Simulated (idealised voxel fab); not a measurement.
process module | voxel double patterning
cross-section cut | 270 nm wide | cells 5 nm
A cross-section is a grid of square cells, given in bands from the top down. A band is one or more rows of cells.
Each band's line starts with the height of the band's top and of its bottom, in nm. Then come its materials from left to right, each with its width in nm. One material with "throughout" fills the band from edge to edge. "air" is empty space.
Height 0 is the level under which the wafer as received is all one material. The lowest band goes on downwards, as in "0 down".
A width such as "30 to 40" changes by the same amount from each row of cells to the next, from the band's top row to its bottom row.
"no change" after a step means that no cell of the cross-section changed.
closed voids: empty space of 8 cells or more with no open way to the top, each as width x height at its distance from the left edge, in nm
after a step's settings: what the simulator itself notes on the step
overlay nm, on a step with a mask: how far to the right of its planned place the mask lay; to the left if negative
plan
1 op RECEIVE | material Si
2 op CONFORMAL_DEP | material SiN | thk nm 5
3 op DIRECTIONAL_DEP | material SiO2 | thk nm 15
4 op DIRECTIONAL_DEP | material SiCN | thk nm 5
5 op PATTERN | tone open | mask id FIRST | material resist | width nm 15 | pitch nm 50 | thk nm 20 | overlay nm 0
6 op DIRECTIONAL_ETCH | etch materials SiCN | depth nm 5
7 op STRIP | etch materials resist
8 op PATTERN | tone open | mask id SECOND | material resist | width nm 15 | thk nm 20 | overlay nm 0
9 op DIRECTIONAL_ETCH | etch materials SiCN | depth nm 5
10 op STRIP | etch materials resist
11 op DIRECTIONAL_ETCH | etch materials SiO2 | depth nm 15
12 op STRIP | etch materials SiCN
varied across the wafers: width nm of step 8. The plan shows the first wafer's value. All wafers start alike
first wafer as received, after step 1
  0 down: Si throughout
  closed voids: none
each wafer at the end: cells of each material gained (+) or lost (-) since it was received, then its closed voids
width nm 15 | +54 SiN | +135 SiO2 | closed voids: none
width nm 20 | +54 SiN | +132 SiO2 | closed voids: none
width nm 25 | +54 SiN | +129 SiO2 | closed voids: none
width nm 30 | +54 SiN | +126 SiO2 | closed voids: none
